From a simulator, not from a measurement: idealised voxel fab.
The document below concerns the process module designated voxel transistor to metal.
Cross-sectional view cut (width: 270 nm; square cell size: 5 nm).
Think of the cross-section as a grid of square cells. We describe it in bands, top to bottom, and each band covers one or more rows of those cells.
It is stipulated that each band's entry specify, in nanometres, the height of the top of the band and then that of its bottom, followed by the materials of the band in left-to-right sequence, each together with its width in nanometres. A single material marked by the word "throughout" is understood to fill the band from edge to edge; the word "blank" is understood to denote empty space.
Counting heights begins at 0, where everything beneath is, in the wafer as received, one material. The lowest band has no bottom; it goes on downwards, as "0 -> down" shows.
Width spec "30..40" -> top row of cells at first value, bottom row at second value, equal per-row change in between.
Any step labelled "nothing altered" changed none of the cells in the cross-section.
The list in "Sealed-off cavities" covers empty spaces of 8 cells or more that cannot reach the top through any open way, and it gives each as width x height at distance; the distance is from the left edge, and width, height and distance are in nm.
Where a step's line continues beyond its settings, the continuation is a remark by the simulator itself on that step.
overlay nm: step with mask; distance mask lay right of planned place; negative value = left of planned place.
Everything after this point is organized in pairs: a cross-section before one process step, a cross-section after it that shows only as deep as the lowest changed band, and, under the pair, the intervening step with its settings. Because different runs of this module on the same starting wafer can supply different pairs, a pair continues from the pair above it only if its entry headed "Before the step" says so.

Before the step
0 -> down | Si throughout
Sealed-off cavities: none

Result of Step
5 -> 0 | SiO2 throughout
No changes below 0.
Sealed-off cavities: none
Between the two cross-sections above, the process step reads CONFORMAL_DEP [material SiO2] [thk nm 5]

Before the step: the state before this step is the cross-section shown after the step in the pair just above.

Result of Step
15 -> 5 | SiN throughout
No changes below 5.
Sealed-off cavities: none
Between the two cross-sections above, the process step reads CONFORMAL_DEP [material SiN] [thk nm 10]

Before the step: the state before this step is the cross-section shown after the step in the pair just above.

Result of Step
30 -> 15 | aC throughout
No changes below 15.
Sealed-off cavities: none
Between the two cross-sections above, the process step reads DIRECTIONAL_DEP [material aC] [thk nm 15]

Before the step: the state before this step is the cross-section shown after the step in the pair just above.

Result of Step
60 -> 30 | 15 blank  105 resist  30 blank  105 resist  15 blank
No changes below 30.
Sealed-off cavities: none
Between the two cross-sections above, the process step reads PATTERN [tone cover] [mask id ACTIVE] [material resist] [width nm 105] [pitch nm 135] [thk nm 30] [overlay nm 0]

Before the step: the state before this step is the cross-section shown after the step in the pair just above.

Result of Step
45 -> 30 | 15 blank  105 resist  30 blank  105 resist  15 blank
30 -> 15 | 15 blank  105 aC  30 blank  105 aC  15 blank
No changes below 15.
Sealed-off cavities: none
Between the two cross-sections above, the process step reads DIRECTIONAL_ETCH [etch materials aC] [depth nm 15]

Before the step: the state before this step is the cross-section shown after the step in the pair just above.

Result of Step
30 -> 15 | 15 blank  105 aC  30 blank  105 aC  15 blank
No changes below 15.
Sealed-off cavities: none
Between the two cross-sections above, the process step reads STRIP [etch materials resist]

Before the step: the state before this step is the cross-section shown after the step in the pair just above.

Result of Step
30 -> 15 | 15 blank  105 aC  30 blank  105 aC  15 blank
15 -> 5 | 15 blank  105 SiN  30 blank  105 SiN  15 blank
No changes below 5.
Sealed-off cavities: none
Between the two cross-sections above, the process step reads DIRECTIONAL_ETCH [etch materials SiN] [depth nm 10]

Before the step: the state before this step is the cross-section shown after the step in the pair just above.

Result of Step
30 -> 15 | 15 blank  105 aC  30 blank  105 aC  15 blank
15 -> 5 | 15 blank  105 SiN  30 blank  105 SiN  15 blank
5 -> 0 | 15 blank  105 SiO2  30 blank  105 SiO2  15 blank
No changes below 0.
Sealed-off cavities: none
Between the two cross-sections above, the process step reads DIRECTIONAL_ETCH [etch materials SiO2] [depth nm 5]

Before the step: the state before this step is the cross-section shown after the step in the pair just above.

Result of Step
30 -> 15 | 15 blank  105 aC  30 blank  105 aC  15 blank
15 -> 5 | 15 blank  105 SiN  30 blank  105 SiN  15 blank
5 -> 0 | 15 blank  105 SiO2  30 blank  105 SiO2  15 blank
0 -> -30 | 15 blank  105 Si  30 blank  105 Si  15 blank
No changes below -30.
Sealed-off cavities: none
Between the two cross-sections above, the process step reads DIRECTIONAL_ETCH [etch materials Si] [depth nm 30]

Before the step: the state before this step is the cross-section shown after the step in the pair just above.

Result of Step
15 -> 5 | 15 blank  105 SiN  30 blank  105 SiN  15 blank
No changes below 5.
Sealed-off cavities: none
Between the two cross-sections above, the process step reads STRIP [etch materials aC]

Before the step: the state before this step is the cross-section shown after the step in the pair just above.

Result of Step
25 -> 15 | SiO2 throughout
15 -> 5 | 15 SiO2  105 SiN  30 SiO2  105 SiN  15 SiO2
5 -> 0 | SiO2 throughout
0 -> -30 | 15 SiO2  105 Si  30 SiO2  105 Si  15 SiO2
No changes below -30.
Sealed-off cavities: none
Between the two cross-sections above, the process step reads FILL_DEP [material SiO2] [thk nm 10]

Before the step: the state before this step is the cross-section shown after the step in the pair just above.

Result of Step
15 -> 5 | 15 SiO2  105 SiN  30 SiO2  105 SiN  15 SiO2
No changes below 5.
Sealed-off cavities: none
Between the two cross-sections above, the process step reads CMP [height nm 15]

Before the step: the state before this step is the cross-section shown after the step in the pair just above.

Result of Step
15 -> 5 | 15 blank  105 SiN  30 blank  105 SiN  15 blank
No changes below 5.
Sealed-off cavities: none
Between the two cross-sections above, the process step reads SELECTIVE_ETCH [etch materials SiO2] [depth nm 10]

Before the step: the state before this step is the cross-section shown after the step in the pair just above.

Result of Step
5 -> 0 | SiO2 throughout
No changes below 0.
Sealed-off cavities: none
Between the two cross-sections above, the process step reads STRIP [etch materials SiN]

Before the step: the state before this step is the cross-section shown after the step in the pair just above.

Result of Step
0 -> -30 | 15 SiO2  105 Si  30 SiO2  105 Si  15 SiO2
No changes below -30.
Sealed-off cavities: none
Between the two cross-sections above, the process step reads SELECTIVE_ETCH [etch materials SiO2] [depth nm 5]

Before the step: the state before this step is the cross-section shown after the step in the pair just above.

Result of Step
0 -> -5 | SiO2 throughout
No changes below -5.
Sealed-off cavities: none
Between the two cross-sections above, the process step reads OXIDIZE [depth nm 5]

Before the step: the state before this step is the cross-section shown after the step in the pair just above.

Result of Step
25 -> 0 | polySi throughout
No changes below 0.
Sealed-off cavities: none
Between the two cross-sections above, the process step reads DIRECTIONAL_DEP [material polySi] [thk nm 25]

Before the step: the state before this step is the cross-section shown after the step in the pair just above.

Result of Step
40 -> 25 | SiCN throughout
No changes below 25.
Sealed-off cavities: none
Between the two cross-sections above, the process step reads DIRECTIONAL_DEP [material SiCN] [thk nm 15]

Before the step: the state before this step is the cross-section shown after the step in the pair just above.

Result of Step
40 -> 25 | 60 blank  15 SiCN  120 blank  15 SiCN  60 blank
No changes below 25.
Sealed-off cavities: none
Between the two cross-sections above, the process step reads MASKED_ETCH [tone cover] [mask id GATE] [width nm 15] [pitch nm 135] [etch materials SiCN] [depth nm 25] [overlay nm 0]

Before the step: the state before this step is the cross-section shown after the step in the pair just above.

Result of Step
40 -> 25 | 60 blank  15 SiCN  120 blank  15 SiCN  60 blank
25 -> 0 | 60 blank  15 polySi  120 blank  15 polySi  60 blank
No changes below 0.
Sealed-off cavities: none
Between the two cross-sections above, the process step reads MASKED_ETCH [tone cover] [mask id GATE] [width nm 15] [pitch nm 135] [etch materials polySi] [depth nm 35] [overlay nm 0]

Before the step: the state before this step is the cross-section shown after the step in the pair just above.

Result of Step
45 -> 40 | 55 blank  25 SiN  110 blank  25 SiN  55 blank
40 -> 25 | 55 blank  5 SiN  15 SiCN  5 SiN  110 blank  5 SiN  15 SiCN  5 SiN  55 blank
25 -> 5 | 55 blank  5 SiN  15 polySi  5 SiN  110 blank  5 SiN  15 polySi  5 SiN  55 blank
5 -> 0 | 60 SiN  15 polySi  120 SiN  15 polySi  60 SiN
No changes below 0.
Sealed-off cavities: none
Between the two cross-sections above, the process step reads CONFORMAL_DEP [material SiN] [thk nm 5]

Before the step: the state before this step is the cross-section shown after the step in the pair just above.

Result of Step
40 -> 25 | 55 blank  5 SiN  15 SiCN  5 SiN  110 blank  5 SiN  15 SiCN  5 SiN  55 blank
25 -> 0 | 55 blank  5 SiN  15 polySi  5 SiN  110 blank  5 SiN  15 polySi  5 SiN  55 blank
No changes below 0.
Sealed-off cavities: none
Between the two cross-sections above, the process step reads DIRECTIONAL_ETCH [etch materials SiN] [depth nm 5]

Before the step: the state before this step is the cross-section shown after the step in the pair just above.

Result of Step
40 -> 25 | 55 blank  5 SiN  15 SiCN  5 SiN  110 blank  5 SiN  15 SiCN  5 SiN  55 blank
25 -> 0 | 55 blank  5 SiN  15 polySi  5 SiN  110 blank  5 SiN  15 polySi  5 SiN  55 blank
0 -> -5 | 55 blank  25 SiO2  110 blank  25 SiO2  55 blank
No changes below -5.
Sealed-off cavities: none
Between the two cross-sections above, the process step reads DIRECTIONAL_ETCH [etch materials SiO2] [depth nm 5]

Before the step: the state before this step is the cross-section shown after the step in the pair just above.

Result of Step
40 -> 25 | 55 blank  5 SiN  15 SiCN  5 SiN  110 blank  5 SiN  15 SiCN  5 SiN  55 blank
25 -> 0 | 55 blank  5 SiN  15 polySi  5 SiN  110 blank  5 SiN  15 polySi  5 SiN  55 blank
0 -> -5 | 55 blank  25 SiO2  110 blank  25 SiO2  55 blank
-5 -> -20 | 15 SiO2  40 blank  25 Si  40 blank  30 SiO2  40 blank  25 Si  40 blank  15 SiO2
No changes below -20.
Sealed-off cavities: none
Between the two cross-sections above, the process step reads DIRECTIONAL_ETCH [etch materials Si] [depth nm 15]

Before the step: the state before this step is the cross-section shown after the step in the pair just above.

Result of Step
40 -> 25 | 55 blank  5 SiN  15 SiCN  5 SiN  110 blank  5 SiN  15 SiCN  5 SiN  55 blank
25 -> 15 | 55 blank  5 SiN  15 polySi  5 SiN  110 blank  5 SiN  15 polySi  5 SiN  55 blank
15 -> 0 | 35 blank  20 pSi  5 SiN  15 polySi  5 SiN  20 pSi  70 blank  20 pSi  5 SiN  15 polySi  5 SiN  20 pSi  35 blank
0 -> -5 | 10 blank  45 pSi  25 SiO2  45 pSi  20 blank  45 pSi  25 SiO2  45 pSi  10 blank
-5 -> -20 | 15 SiO2  40 pSi  25 Si  40 pSi  30 SiO2  40 pSi  25 Si  40 pSi  15 SiO2
No changes below -20.
Sealed-off cavities: none
Between the two cross-sections above, the process step reads EPI [material pSi] [thk nm 20]

Before the step: the state before this step is the cross-section shown after the step in the pair just above.

Result of Step
45 -> 40 | SiO2 throughout
40 -> 25 | 55 SiO2  5 SiN  15 SiCN  5 SiN  110 SiO2  5 SiN  15 SiCN  5 SiN  55 SiO2
25 -> 15 | 55 SiO2  5 SiN  15 polySi  5 SiN  110 SiO2  5 SiN  15 polySi  5 SiN  55 SiO2
15 -> 0 | 35 SiO2  20 pSi  5 SiN  15 polySi  5 SiN  20 pSi  70 SiO2  20 pSi  5 SiN  15 polySi  5 SiN  20 pSi  35 SiO2
0 -> -5 | 10 SiO2  45 pSi  25 SiO2  45 pSi  20 SiO2  45 pSi  25 SiO2  45 pSi  10 SiO2
No changes below -5.
Sealed-off cavities: none
Between the two cross-sections above, the process step reads FILL_DEP [material SiO2] [thk nm 5]

Before the step: the state before this step is the cross-section shown after the step in the pair just above.

Result of Step
40 -> 25 | 55 SiO2  5 SiN  15 SiCN  5 SiN  110 SiO2  5 SiN  15 SiCN  5 SiN  55 SiO2
No changes below 25.
Sealed-off cavities: none
Between the two cross-sections above, the process step reads CMP [height nm 40]

Before the step: the state before this step is the cross-section shown after the step in the pair just above.

Result of Step
55 -> 40 | SiO2 throughout
No changes below 40.
Sealed-off cavities: none
Between the two cross-sections above, the process step reads DIRECTIONAL_DEP [material SiO2] [thk nm 15]

Before the step: the state before this step is the cross-section shown after the step in the pair just above.

Result of Step
65 -> 55 | aC throughout
No changes below 55.
Sealed-off cavities: none
Between the two cross-sections above, the process step reads DIRECTIONAL_DEP [material aC] [thk nm 10]

Before the step: the state before this step is the cross-section shown after the step in the pair just above.

Result of Step
95 -> 65 | 20 resist  35 blank  25 resist  35 blank  40 resist  35 blank  25 resist  35 blank  20 resist
No changes below 65.
Sealed-off cavities: none
Between the two cross-sections above, the process step reads PATTERN [tone open] [mask id CONTACT] [material resist] [width nm 35] [thk nm 30] [overlay nm 0]

Before the step: the state before this step is the cross-section shown after the step in the pair just above.

Result of Step
85 -> 65 | 20 resist  35 blank  25 resist  35 blank  40 resist  35 blank  25 resist  35 blank  20 resist
65 -> 55 | 20 aC  35 blank  25 aC  35 blank  40 aC  35 blank  25 aC  35 blank  20 aC
No changes below 55.
Sealed-off cavities: none
Between the two cross-sections above, the process step reads DIRECTIONAL_ETCH [etch materials aC] [depth nm 10]

Before the step: the state before this step is the cross-section shown after the step in the pair just above.

Result of Step
65 -> 55 | 20 aC  35 blank  25 aC  35 blank  40 aC  35 blank  25 aC  35 blank  20 aC
No changes below 55.
Sealed-off cavities: none
Between the two cross-sections above, the process step reads STRIP [etch materials resist]

Before the step: the state before this step is the cross-section shown after the step in the pair just above.

Result of Step
65 -> 55 | 20 aC  35 blank  25 aC  35 blank  40 aC  35 blank  25 aC  35 blank  20 aC
55 -> 40 | 20 SiO2  35 blank  25 SiO2  35 blank  40 SiO2  35 blank  25 SiO2  35 blank  20 SiO2
40 -> 25 | 20 SiO2  35 blank  5 SiN  15 SiCN  5 SiN  35 blank  40 SiO2  35 blank  5 SiN  15 SiCN  5 SiN  35 blank  20 SiO2
25 -> 15 | 20 SiO2  35 blank  5 SiN  15 polySi  5 SiN  35 blank  40 SiO2  35 blank  5 SiN  15 polySi  5 SiN  35 blank  20 SiO2
15 -> 0 | 20 SiO2  15 blank  20 pSi  5 SiN  15 polySi  5 SiN  20 pSi  15 blank  40 SiO2  15 blank  20 pSi  5 SiN  15 polySi  5 SiN  20 pSi  15 blank  20 SiO2
No changes below 0.
Sealed-off cavities: none
Between the two cross-sections above, the process step reads DIRECTIONAL_ETCH [etch materials SiO2] [depth nm 55]

Before the step: the state before this step is the cross-section shown after the step in the pair just above.

Result of Step
55 -> 40 | 20 SiO2  35 blank  25 SiO2  35 blank  40 SiO2  35 blank  25 SiO2  35 blank  20 SiO2
No changes below 40.
Sealed-off cavities: none
Between the two cross-sections above, the process step reads STRIP [etch materials aC]

Before the step: the state before this step is the cross-section shown after the step in the pair just above.

Result of Step
60 -> 55 | 25 TiN  25 blank  35 TiN  25 blank  50 TiN  25 blank  35 TiN  25 blank  25 TiN
55 -> 40 | 20 SiO2  5 TiN  25 blank  5 TiN  25 SiO2  5 TiN  25 blank  5 TiN  40 SiO2  5 TiN  25 blank  5 TiN  25 SiO2  5 TiN  25 blank  5 TiN  20 SiO2
40 -> 25 | 20 SiO2  5 TiN  25 blank  5 TiN  5 SiN  15 SiCN  5 SiN  5 TiN  25 blank  5 TiN  40 SiO2  5 TiN  25 blank  5 TiN  5 SiN  15 SiCN  5 SiN  5 TiN  25 blank  5 TiN  20 SiO2
25 -> 15 | 20 SiO2  5 TiN  25..5 blank  5..25 TiN  5 SiN  15 polySi  5 SiN  5..25 TiN  25..5 blank  5 TiN  40 SiO2  5 TiN  25..5 blank  5..25 TiN  5 SiN  15 polySi  5 SiN  5..25 TiN  25..5 blank  5 TiN  20 SiO2
15 -> 5 | 20 SiO2  5 TiN  5 blank  5 TiN  20 pSi  5 SiN  15 polySi  5 SiN  20 pSi  5 TiN  5 blank  5 TiN  40 SiO2  5 TiN  5 blank  5 TiN  20 pSi  5 SiN  15 polySi  5 SiN  20 pSi  5 TiN  5 blank  5 TiN  20 SiO2
5 -> 0 | 20 SiO2  15 TiN  20 pSi  5 SiN  15 polySi  5 SiN  20 pSi  15 TiN  40 SiO2  15 TiN  20 pSi  5 SiN  15 polySi  5 SiN  20 pSi  15 TiN  20 SiO2
No changes below 0.
Sealed-off cavities: none
Between the two cross-sections above, the process step reads CONFORMAL_DEP [material TiN] [thk nm 5]

Before the step: the state before this step is the cross-section shown after the step in the pair just above.

Result of Step
65 -> 60 | W throughout
60 -> 55 | 25 TiN  25 W  35 TiN  25 W  50 TiN  25 W  35 TiN  25 W  25 TiN
55 -> 40 | 20 SiO2  5 TiN  25 W  5 TiN  25 SiO2  5 TiN  25 W  5 TiN  40 SiO2  5 TiN  25 W  5 TiN  25 SiO2  5 TiN  25 W  5 TiN  20 SiO2
40 -> 25 | 20 SiO2  5 TiN  25 W  5 TiN  5 SiN  15 SiCN  5 SiN  5 TiN  25 W  5 TiN  40 SiO2  5 TiN  25 W  5 TiN  5 SiN  15 SiCN  5 SiN  5 TiN  25 W  5 TiN  20 SiO2
25 -> 15 | 20 SiO2  5 TiN  25..5 W  5..25 TiN  5 SiN  15 polySi  5 SiN  5..25 TiN  25..5 W  5 TiN  40 SiO2  5 TiN  25..5 W  5..25 TiN  5 SiN  15 polySi  5 SiN  5..25 TiN  25..5 W  5 TiN  20 SiO2
15 -> 5 | 20 SiO2  5 TiN  5 W  5 TiN  20 pSi  5 SiN  15 polySi  5 SiN  20 pSi  5 TiN  5 W  5 TiN  40 SiO2  5 TiN  5 W  5 TiN  20 pSi  5 SiN  15 polySi  5 SiN  20 pSi  5 TiN  5 W  5 TiN  20 SiO2
No changes below 5.
Sealed-off cavities: none
Between the two cross-sections above, the process step reads FILL_DEP [material W] [thk nm 5]

Before the step: the state before this step is the cross-section shown after the step in the pair just above.

Result of Step
55 -> 40 | 20 SiO2  5 TiN  25 W  5 TiN  25 SiO2  5 TiN  25 W  5 TiN  40 SiO2  5 TiN  25 W  5 TiN  25 SiO2  5 TiN  25 W  5 TiN  20 SiO2
No changes below 40.
Sealed-off cavities: none
Between the two cross-sections above, the process step reads CMP [height nm 55]

Before the step: the state before this step is the cross-section shown after the step in the pair just above.

Result of Step
60 -> 55 | TiN throughout
No changes below 55.
Sealed-off cavities: none
Between the two cross-sections above, the process step reads DIRECTIONAL_DEP [material TiN] [thk nm 5]

Before the step: the state before this step is the cross-section shown after the step in the pair just above.

Result of Step
80 -> 60 | W throughout
No changes below 60.
Sealed-off cavities: none
Between the two cross-sections above, the process step reads DIRECTIONAL_DEP [material W] [thk nm 20]

Before the step: the state before this step is the cross-section shown after the step in the pair just above.

Result of Step
80 -> 60 | 20 blank  20 W  55 blank  20 W  40 blank  20 W  55 blank  20 W  20 blank
No changes below 60.
Sealed-off cavities: none
Between the two cross-sections above, the process step reads MASKED_ETCH [tone cover] [mask id METAL_1] [width nm 20] [etch materials W] [depth nm 20] [overlay nm 0]

Before the step: the state before this step is the cross-section shown after the step in the pair just above.

Result of Step
80 -> 60 | 20 blank  20 W  55 blank  20 W  40 blank  20 W  55 blank  20 W  20 blank
60 -> 55 | 20 blank  20 TiN  55 blank  20 TiN  40 blank  20 TiN  55 blank  20 TiN  20 blank
No changes below 55.
Sealed-off cavities: none
Between the two cross-sections above, the process step reads MASKED_ETCH [tone cover] [mask id METAL_1] [width nm 20] [etch materials TiN] [depth nm 5] [overlay nm 0]

Before the step: the state before this step is the cross-section shown after the step in the pair just above.

Result of Step
85 -> 80 | 15 blank  30 SiN  45 blank  30 SiN  30 blank  30 SiN  45 blank  30 SiN  15 blank
80 -> 60 | 15 blank  5 SiN  20 W  5 SiN  45 blank  5 SiN  20 W  5 SiN  30 blank  5 SiN  20 W  5 SiN  45 blank  5 SiN  20 W  5 SiN  15 blank
60 -> 55 | 20 SiN  20 TiN  55 SiN  20 TiN  40 SiN  20 TiN  55 SiN  20 TiN  20 SiN
No changes below 55.
Sealed-off cavities: none
Between the two cross-sections above, the process step reads CONFORMAL_DEP [material SiN] [thk nm 5]

Before the step: the state before this step is the cross-section shown after the step in the pair just above.

Result of Step
90 -> 85 | SiO2 throughout
85 -> 80 | 15 SiO2  30 SiN  45 SiO2  30 SiN  30 SiO2  30 SiN  45 SiO2  30 SiN  15 SiO2
80 -> 60 | 15 SiO2  5 SiN  20 W  5 SiN  45 SiO2  5 SiN  20 W  5 SiN  30 SiO2  5 SiN  20 W  5 SiN  45 SiO2  5 SiN  20 W  5 SiN  15 SiO2
No changes below 60.
Sealed-off cavities: none
Between the two cross-sections above, the process step reads FILL_DEP [material SiO2] [thk nm 5]

Before the step: the state before this step is the cross-section shown after the step in the pair just above.

Result of Step
80 -> 60 | 15 SiO2  5 SiN  20 W  5 SiN  45 SiO2  5 SiN  20 W  5 SiN  30 SiO2  5 SiN  20 W  5 SiN  45 SiO2  5 SiN  20 W  5 SiN  15 SiO2
No changes below 60.
Sealed-off cavities: none
Between the two cross-sections above, the process step reads CMP [height nm 80]

Before the step: the state before this step is the cross-section shown after the step in the pair just above.

Result of Step
85 -> 80 | SiCN throughout
No changes below 80.
Sealed-off cavities: none
Between the two cross-sections above, the process step reads CONFORMAL_DEP [material SiCN] [thk nm 5]

Before the step: the state before this step is the cross-section shown after the step in the pair just above.

Result of Step
120 -> 85 | lowk throughout
No changes below 85.
Sealed-off cavities: none
Between the two cross-sections above, the process step reads DIRECTIONAL_DEP [material lowk] [thk nm 35]

Before the step: the state before this step is the cross-section shown after the step in the pair just above.

Result of Step
135 -> 120 | aC throughout
No changes below 120.
Sealed-off cavities: none
Between the two cross-sections above, the process step reads DIRECTIONAL_DEP [material aC] [thk nm 15]

Before the step: the state before this step is the cross-section shown after the step in the pair just above.

Result of Step
170 -> 135 | 20 resist  15 blank  120 resist  15 blank  100 resist
No changes below 135.
Sealed-off cavities: none
Between the two cross-sections above, the process step reads PATTERN [tone open] [mask id METAL_2_HOLES] [material resist] [width nm 15] [pitch nm 135] [thk nm 35] [overlay nm 0]

Before the step: the state before this step is the cross-section shown after the step in the pair just above.

Result of Step
155 -> 135 | 20 resist  15 blank  120 resist  15 blank  100 resist
135 -> 120 | 20 aC  15 blank  120 aC  15 blank  100 aC
No changes below 120.
Sealed-off cavities: none
Between the two cross-sections above, the process step reads DIRECTIONAL_ETCH [etch materials aC] [depth nm 15]

Before the step: the state before this step is the cross-section shown after the step in the pair just above.

Result of Step
135 -> 120 | 20 aC  15 blank  120 aC  15 blank  100 aC
No changes below 120.
Sealed-off cavities: none
Between the two cross-sections above, the process step reads STRIP [etch materials resist]

Before the step: the state before this step is the cross-section shown after the step in the pair just above.

Result of Step
135 -> 120 | 20 aC  15 blank  120 aC  15 blank  100 aC
120 -> 85 | 20 lowk  15 blank  120 lowk  15 blank  100 lowk
No changes below 85.
Sealed-off cavities: none
Between the two cross-sections above, the process step reads DIRECTIONAL_ETCH [etch materials lowk] [depth nm 35]

Before the step: the state before this step is the cross-section shown after the step in the pair just above.

Result of Step
120 -> 85 | 20 lowk  15 blank  120 lowk  15 blank  100 lowk
No changes below 85.
Sealed-off cavities: none
Between the two cross-sections above, the process step reads STRIP [etch materials aC]

Before the step: the state before this step is the cross-section shown after the step in the pair just above.

Result of Step
130 -> 120 | 20 aC  15 blank  120 aC  15 blank  100 aC
120 -> 95 | 20 lowk  15 blank  120 lowk  15 blank  100 lowk
95 -> 85 | 20 lowk  15 aC  120 lowk  15 aC  100 lowk
No changes below 85.
Sealed-off cavities: none
Between the two cross-sections above, the process step reads DIRECTIONAL_DEP [material aC] [thk nm 10]

Before the step: the state before this step is the cross-section shown after the step in the pair just above.

Result of Step
160 -> 130 | 20 resist  20 blank  115 resist  20 blank  95 resist
No changes below 130.
Sealed-off cavities: none
Between the two cross-sections above, the process step reads PATTERN [tone open] [mask id METAL_2] [material resist] [width nm 20] [pitch nm 135] [thk nm 30] [overlay nm 0]

Before the step: the state before this step is the cross-section shown after the step in the pair just above.

Result of Step
150 -> 130 | 20 resist  20 blank  115 resist  20 blank  95 resist
130 -> 120 | 20 aC  20 blank  115 aC  20 blank  95 aC
120 -> 85 | 20 lowk  15 blank  120 lowk  15 blank  100 lowk
No changes below 85.
Sealed-off cavities: none
Between the two cross-sections above, the process step reads DIRECTIONAL_ETCH [etch materials aC] [depth nm 10]

Before the step: the state before this step is the cross-section shown after the step in the pair just above.

Result of Step
130 -> 120 | 20 aC  20 blank  115 aC  20 blank  95 aC
No changes below 120.
Sealed-off cavities: none
Between the two cross-sections above, the process step reads STRIP [etch materials resist]

Before the step: the state before this step is the cross-section shown after the step in the pair just above.

Result of Step
130 -> 120 | 20 aC  20 blank  115 aC  20 blank  95 aC
120 -> 100 | 20 lowk  20 blank  115 lowk  20 blank  95 lowk
No changes below 100.
Sealed-off cavities: none
Between the two cross-sections above, the process step reads DIRECTIONAL_ETCH [etch materials lowk] [depth nm 20]

Before the step: the state before this step is the cross-section shown after the step in the pair just above.

Result of Step
130 -> 120 | 20 aC  20 blank  115 aC  20 blank  95 aC
120 -> 100 | 20 lowk  20 blank  115 lowk  20 blank  95 lowk
100 -> 85 | 20 lowk  15 blank  120 lowk  15 blank  100 lowk
85 -> 80 | 20 SiCN  15 blank  120 SiCN  15 blank  100 SiCN
No changes below 80.
Sealed-off cavities: none
Between the two cross-sections above, the process step reads DIRECTIONAL_ETCH [etch materials SiCN] [depth nm 5]

Before the step: the state before this step is the cross-section shown after the step in the pair just above.

Result of Step
120 -> 100 | 20 lowk  20 blank  115 lowk  20 blank  95 lowk
No changes below 100.
Sealed-off cavities: none
Between the two cross-sections above, the process step reads STRIP [etch materials aC]

Before the step: the state before this step is the cross-section shown after the step in the pair just above.

Result of Step
125 -> 120 | 25 TiN  10 blank  125 TiN  10 blank  100 TiN
120 -> 105 | 20 lowk  5 TiN  10 blank  5 TiN  115 lowk  5 TiN  10 blank  5 TiN  95 lowk
105 -> 100 | 20 lowk  5 TiN  5 blank  10 TiN  115 lowk  5 TiN  5 blank  10 TiN  95 lowk
100 -> 85 | 20 lowk  5 TiN  5 blank  5 TiN  120 lowk  5 TiN  5 blank  5 TiN  100 lowk
85 -> 80 | 20 SiCN  15 TiN  120 SiCN  15 TiN  100 SiCN
No changes below 80.
Sealed-off cavities: none
Between the two cross-sections above, the process step reads CONFORMAL_DEP [material TiN] [thk nm 5]

Before the step: the state before this step is the cross-section shown after the step in the pair just above.

Result of Step
130 -> 125 | Cu throughout
125 -> 120 | 25 TiN  10 Cu  125 TiN  10 Cu  100 TiN
120 -> 105 | 20 lowk  5 TiN  10 Cu  5 TiN  115 lowk  5 TiN  10 Cu  5 TiN  95 lowk
105 -> 100 | 20 lowk  5 TiN  5 Cu  10 TiN  115 lowk  5 TiN  5 Cu  10 TiN  95 lowk
100 -> 85 | 20 lowk  5 TiN  5 Cu  5 TiN  120 lowk  5 TiN  5 Cu  5 TiN  100 lowk
No changes below 85.
Sealed-off cavities: none
Between the two cross-sections above, the process step reads FILL_DEP [material Cu] [thk nm 5]

Before the step: the state before this step is the cross-section shown after the step in the pair just above.

Result of Step
120 -> 105 | 20 lowk  5 TiN  10 Cu  5 TiN  115 lowk  5 TiN  10 Cu  5 TiN  95 lowk
No changes below 105.
Sealed-off cavities: none
Between the two cross-sections above, the process step reads CMP [height nm 120]

Before the step: the state before this step is the cross-section shown after the step in the pair just above.

Result of Step
125 -> 120 | SiCN throughout
No changes below 120.
Sealed-off cavities: none
Between the two cross-sections above, the process step reads CONFORMAL_DEP [material SiCN] [thk nm 5]

Before the step
5 -> 0 | SiO2 throughout
0 -> down | Si throughout
Sealed-off cavities: none

Result of Step
20 -> 5 | aC throughout
No changes below 5.
Sealed-off cavities: none
Between the two cross-sections above, the process step reads DIRECTIONAL_DEP [material aC] [thk nm 15]

Before the step: the state before this step is the cross-section shown after the step in the pair just above.

Result of Step
50 -> 20 | 15 blank  105 resist  30 blank  105 resist  15 blank
No changes below 20.
Sealed-off cavities: none
Between the two cross-sections above, the process step reads PATTERN [tone cover] [mask id ACTIVE] [material resist] [width nm 105] [pitch nm 135] [thk nm 30] [overlay nm 0]

Before the step: the state before this step is the cross-section shown after the step in the pair just above.

Result of Step
35 -> 20 | 15 blank  105 resist  30 blank  105 resist  15 blank
20 -> 5 | 15 blank  105 aC  30 blank  105 aC  15 blank
No changes below 5.
Sealed-off cavities: none
Between the two cross-sections above, the process step reads DIRECTIONAL_ETCH [etch materials aC] [depth nm 15]

Before the step: the state before this step is the cross-section shown after the step in the pair just above.

Result of Step
20 -> 5 | 15 blank  105 aC  30 blank  105 aC  15 blank
No changes below 5.
Sealed-off cavities: none
Between the two cross-sections above, the process step reads STRIP [etch materials resist]

Before the step: the state before this step is the cross-section shown after the step in the pair just above.

Result of Step
20 -> 5 | 15 blank  105 aC  30 blank  105 aC  15 blank
5 -> 0 | 15 blank  105 SiO2  30 blank  105 SiO2  15 blank
No changes below 0.
Sealed-off cavities: none
Between the two cross-sections above, the process step reads DIRECTIONAL_ETCH [etch materials SiO2] [depth nm 5]

Before the step: the state before this step is the cross-section shown after the step in the pair just above.

Result of Step
20 -> 5 | 15 blank  105 aC  30 blank  105 aC  15 blank
5 -> 0 | 15 blank  105 SiO2  30 blank  105 SiO2  15 blank
0 -> -30 | 15 blank  105 Si  30 blank  105 Si  15 blank
No changes below -30.
Sealed-off cavities: none
Between the two cross-sections above, the process step reads DIRECTIONAL_ETCH [etch materials Si] [depth nm 30]

Before the step: the state before this step is the cross-section shown after the step in the pair just above.

Result of Step
5 -> 0 | 15 blank  105 SiO2  30 blank  105 SiO2  15 blank
No changes below 0.
Sealed-off cavities: none
Between the two cross-sections above, the process step reads STRIP [etch materials aC]

Before the step: the state before this step is the cross-section shown after the step in the pair just above.

Result of Step
15 -> 0 | SiO2 throughout
0 -> -30 | 15 SiO2  105 Si  30 SiO2  105 Si  15 SiO2
No changes below -30.
Sealed-off cavities: none
Between the two cross-sections above, the process step reads FILL_DEP [material SiO2] [thk nm 10]

Before the step: the state before this step is the cross-section shown after the step in the pair just above.

Result of Step
5 -> 0 | SiO2 throughout
No changes below 0.
Sealed-off cavities: none
Between the two cross-sections above, the process step reads SELECTIVE_ETCH [etch materials SiO2] [depth nm 10]
